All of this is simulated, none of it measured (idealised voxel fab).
This section sets out a process module, namely voxel spacer lines.
For reference, the cross-section in this document is cut, with width 225 nm and square cells of 5 nm.
A cross-section is a grid of square cells, given in bands from the top down. A band is one or more rows of cells.
Band: top height; bottom height; in nm. Then, left to right: material with width in nm, for each material. "all across": a single material spanning edge to edge. "blank": empty space.
Height 0 is the level under which the wafer as received is all one material. The lowest band goes on downwards, as in "z 0 and below".
You'd read "30->40" like this: the band's top row of cells is as wide as the first number, its bottom row is as wide as the second, and going down, every row changes width by the same amount as the row before did.
No cell of the cross-section changed in a step that is given as "identical to before".
Closed-off voids of 8+ cells (no open route to the top) go in "Closed void catalog", written width x height at distance from the left edge, in nm.
Where a step's line continues beyond its settings, the continuation is a remark by the simulator itself on that step.
A step's line can hold "overlay nm"; with a mask on that step, the setting says how far right of the planned place the mask lay, while a negative setting says it lay to the left.

So here's the lineup of process steps we planned:
step 1: RECEIVE: material Si
step 2: CONFORMAL_DEP: material Al2O3, thk nm 10
step 3: DIRECTIONAL_DEP: material TiN, thk nm 10
step 4: DIRECTIONAL_DEP: material polySi, thk nm 30
step 5: PATTERN: tone cover, mask id MANDREL, material resist, width nm 25, pitch nm 70, thk nm 40, overlay nm 0
step 6: DIRECTIONAL_ETCH: etch materials polySi, depth nm 30
step 7: STRIP: etch materials resist
step 8: CONFORMAL_DEP: material SiO2, thk nm 10
step 9: DIRECTIONAL_ETCH: etch materials SiO2, depth nm 10
step 10: STRIP: etch materials polySi
step 11: DIRECTIONAL_ETCH: etch materials TiN, depth nm 10
step 12: STRIP: etch materials SiO2

This is the cross-section of the wafer as we received it, i.e. after step 1:
* z 0 and below  Si all across
* Closed void catalog: none

First of two wafers: cross-section at end of module, run per plan:
* z 20 to 10  blank=20 | TiN=10 | blank=25 | TiN=10 | blank=25 | TiN=10 | blank=25 | TiN=10 | blank=25 | TiN=10 | blank=25 | TiN=10 | blank=20
* z 10 to 0  Al2O3 all across
* z 0 and below  Si all across
* Closed void catalog: none

Wafer two cross-section, module end. Start and plan unchanged from wafer one; one mistake made during the run:
* z 15 to 5  blank=20 | TiN=10 | blank=25 | TiN=10 | blank=25 | TiN=10 | blank=25 | TiN=10 | blank=25 | TiN=10 | blank=25 | TiN=10 | blank=20
* z 5 to 0  Al2O3 all across
* z 0 and below  Si all across
* Closed void catalog: none
Where did the run depart from the plan? step 2 off recipe, ran as CONFORMAL_DEP: material Al2O3, thk nm 5
Bottom line after processing is that, in cells, the second wafer is up or down on some materials versus the first: Al2O3 -45
